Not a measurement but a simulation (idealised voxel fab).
Process module in this document: voxel air gaps
For reference, the cross-section in this document is cut, with width 205 nm and square cells of 5 nm.
Format of a cross-section: grid, square cells. Given as bands. Order: top down. Band: one or more rows of cells. Top, bottom (nm), then materials left to right with widths (nm); lone material tagged "everywhere" fills the whole band edge to edge; "blank" = empty space. Heights from 0 (as-received wafer is one material below). Bottom band endless downward, as "0 and below". Per-row width for "30->40": begins at first number (top row of band), ends at second number (bottom row), increment between rows held constant. Where the words "remained unchanged" appear for a step, the cross-section shows no cell changed by that step; every cell remained as before. "Enclosed empty spaces": empty spaces of 8 cells or more with no open way to the top, each given as width x height at distance, distance from the left edge, all in nm. Heads up: the bit after the settings on a step's line is the simulator's remark on that step. The line of a step may include "overlay nm". On a step with a mask, this value is how far to the right of its planned place the mask lay. A negative value means the mask lay to the left.

-- Planned process steps
1: op RECEIVE | material Si
2: op CONFORMAL_DEP | material SiO2 | thk nm 15
3: op CONFORMAL_DEP | material SiN | thk nm 5
4: op DIRECTIONAL_DEP | material lowk | thk nm 40
5: op DIRECTIONAL_DEP | material aC | thk nm 15
6: op PATTERN | tone open | mask id LINES | material resist | width nm 25 | pitch nm 50 | thk nm 30 | overlay nm 0
7: op DIRECTIONAL_ETCH | etch materials aC | depth nm 15
8: op STRIP | etch materials resist
9: op DIRECTIONAL_ETCH | etch materials lowk | depth nm 40
10: op STRIP | etch materials aC
11: op CONFORMAL_DEP | material TiN | thk nm 5
12: op FILL_DEP | material W | thk nm 10
13: op CMP | height nm 60
14: op EPI | material Ru | thk nm 10
15: op SELECTIVE_ETCH | etch materials lowk | depth nm 50
16: op CONFORMAL_DEP | material SiCN | thk nm 5

-- first wafer, as planned

-- Incoming wafer, cross-sectional view, post step 1
0 and below  Si everywhere
Enclosed empty spaces: none

-- After step 2, in cross-section
15 down to 0  SiO2 everywhere
Note: structure below 0 unchanged.

-- After step 3, in cross-section
20 down to 15  SiN everywhere
Note: structure below 15 unchanged.

-- After step 4, in cross-section
60 down to 20  lowk everywhere
Note: structure below 20 unchanged.

-- After step 5, in cross-section
75 down to 60  aC everywhere
Note: structure below 60 unchanged.

-- After step 6, in cross-section
105 down to 75  40 of resist  25 of blank  25 of resist  25 of blank  25 of resist  25 of blank  40 of resist
Note: structure below 75 unchanged.

-- After step 7, in cross-section
90 down to 75  40 of resist  25 of blank  25 of resist  25 of blank  25 of resist  25 of blank  40 of resist
75 down to 60  40 of aC  25 of blank  25 of aC  25 of blank  25 of aC  25 of blank  40 of aC
Note: structure below 60 unchanged.

-- After step 8, in cross-section
75 down to 60  40 of aC  25 of blank  25 of aC  25 of blank  25 of aC  25 of blank  40 of aC
Note: structure below 60 unchanged.

-- After step 9, in cross-section
75 down to 60  40 of aC  25 of blank  25 of aC  25 of blank  25 of aC  25 of blank  40 of aC
60 down to 20  40 of lowk  25 of blank  25 of lowk  25 of blank  25 of lowk  25 of blank  40 of lowk
Note: structure below 20 unchanged.

-- After step 10, in cross-section
60 down to 20  40 of lowk  25 of blank  25 of lowk  25 of blank  25 of lowk  25 of blank  40 of lowk
Note: structure below 20 unchanged.

-- After step 11, in cross-section
65 down to 60  45 of TiN  15 of blank  35 of TiN  15 of blank  35 of TiN  15 of blank  45 of TiN
60 down to 25  40 of lowk  5 of TiN  15 of blank  5 of TiN  25 of lowk  5 of TiN  15 of blank  5 of TiN  25 of lowk  5 of TiN  15 of blank  5 of TiN  40 of lowk
25 down to 20  40 of lowk  25 of TiN  25 of lowk  25 of TiN  25 of lowk  25 of TiN  40 of lowk
Note: structure below 20 unchanged.

-- After step 12, in cross-section
75 down to 65  W everywhere
65 down to 60  45 of TiN  15 of W  35 of TiN  15 of W  35 of TiN  15 of W  45 of TiN
60 down to 25  40 of lowk  5 of TiN  15 of W  5 of TiN  25 of lowk  5 of TiN  15 of W  5 of TiN  25 of lowk  5 of TiN  15 of W  5 of TiN  40 of lowk
Note: structure below 25 unchanged.

-- After step 13, in cross-section
60 down to 25  40 of lowk  5 of TiN  15 of W  5 of TiN  25 of lowk  5 of TiN  15 of W  5 of TiN  25 of lowk  5 of TiN  15 of W  5 of TiN  40 of lowk
Note: structure below 25 unchanged.

-- After step 14, in cross-section
70 down to 60  30 of blank  45 of Ru  5 of blank  45 of Ru  5 of blank  45 of Ru  30 of blank
Note: structure below 60 unchanged.

-- After step 15, in cross-section
70 down to 60  30 of blank  45 of Ru  5 of blank  45 of Ru  5 of blank  45 of Ru  30 of blank
60 down to 25  40 of blank  5 of TiN  15 of W  5 of TiN  25 of blank  5 of TiN  15 of W  5 of TiN  25 of blank  5 of TiN  15 of W  5 of TiN  40 of blank
25 down to 20  40 of blank  25 of TiN  25 of blank  25 of TiN  25 of blank  25 of TiN  40 of blank
Note: structure below 20 unchanged.

-- After step 16, in cross-section
75 down to 70  25 of blank  155 of SiCN  25 of blank
70 down to 60  25 of blank  5 of SiCN  45 of Ru  5 of SiCN  45 of Ru  5 of SiCN  45 of Ru  5 of SiCN  25 of blank
60 down to 55  25 of blank  15 of SiCN  5 of TiN  15 of W  5 of TiN  25 of SiCN  5 of TiN  15 of W  5 of TiN  25 of SiCN  5 of TiN  15 of W  5 of TiN  15 of SiCN  25 of blank
55 down to 25  35 of blank  5 of SiCN  5 of TiN  15 of W  5 of TiN  5 of SiCN  15 of blank  5 of SiCN  5 of TiN  15 of W  5 of TiN  5 of SiCN  15 of blank  5 of SiCN  5 of TiN  15 of W  5 of TiN  5 of SiCN  35 of blank
25 down to 20  40 of SiCN  25 of TiN  25 of SiCN  25 of TiN  25 of SiCN  25 of TiN  40 of SiCN
Note: structure below 20 unchanged.
Enclosed empty spaces: 15 x 30 at 70; 15 x 30 at 120

-- Second wafer, same starting state and plan as the first, one mistake in the run, identical through step 11

-- Cross-section: second wafer, time at which step 12 was scheduled to end
75 down to 65  SiCN everywhere
65 down to 60  45 of TiN  15 of SiCN  35 of TiN  15 of SiCN  35 of TiN  15 of SiCN  45 of TiN
60 down to 25  40 of lowk  5 of TiN  15 of SiCN  5 of TiN  25 of lowk  5 of TiN  15 of SiCN  5 of TiN  25 of lowk  5 of TiN  15 of SiCN  5 of TiN  40 of lowk
Note: structure below 25 unchanged.

-- Cross-section: second wafer, time at which step 13 was scheduled to end
60 down to 25  40 of lowk  5 of TiN  15 of SiCN  5 of TiN  25 of lowk  5 of TiN  15 of SiCN  5 of TiN  25 of lowk  5 of TiN  15 of SiCN  5 of TiN  40 of lowk
Note: structure below 25 unchanged.

-- Cross-section: second wafer, time at which step 14 was scheduled to end
70 down to 60  30 of blank  45 of Ru  5 of blank  45 of Ru  5 of blank  45 of Ru  30 of blank
Note: structure below 60 unchanged.

-- Cross-section: second wafer, time at which step 15 was scheduled to end
70 down to 60  30 of blank  45 of Ru  5 of blank  45 of Ru  5 of blank  45 of Ru  30 of blank
60 down to 25  40 of blank  5 of TiN  15 of SiCN  5 of TiN  25 of blank  5 of TiN  15 of SiCN  5 of TiN  25 of blank  5 of TiN  15 of SiCN  5 of TiN  40 of blank
25 down to 20  40 of blank  25 of TiN  25 of blank  25 of TiN  25 of blank  25 of TiN  40 of blank
Note: structure below 20 unchanged.

-- Cross-section: second wafer, time at which step 16 was scheduled to end
75 down to 70  25 of blank  155 of SiCN  25 of blank
70 down to 60  25 of blank  5 of SiCN  45 of Ru  5 of SiCN  45 of Ru  5 of SiCN  45 of Ru  5 of SiCN  25 of blank
60 down to 55  25 of blank  15 of SiCN  5 of TiN  15 of SiCN  5 of TiN  25 of SiCN  5 of TiN  15 of SiCN  5 of TiN  25 of SiCN  5 of TiN  15 of SiCN  5 of TiN  15 of SiCN  25 of blank
55 down to 25  35 of blank  5 of SiCN  5 of TiN  15 of SiCN  5 of TiN  5 of SiCN  15 of blank  5 of SiCN  5 of TiN  15 of SiCN  5 of TiN  5 of SiCN  15 of blank  5 of SiCN  5 of TiN  15 of SiCN  5 of TiN  5 of SiCN  35 of blank
25 down to 20  40 of SiCN  25 of TiN  25 of SiCN  25 of TiN  25 of SiCN  25 of TiN  40 of SiCN
Note: structure below 20 unchanged.
Enclosed empty spaces: 15 x 30 at 70; 15 x 30 at 120
The plan and the run diverged here: for step 12, the planned setting was not used; the step was instead run as op FILL_DEP | material SiCN | thk nm 10
In the final state, the cell counts of the second wafer exceed or fall short of those of the first for the following materials: 63 more of SiCN, 63 fewer of W
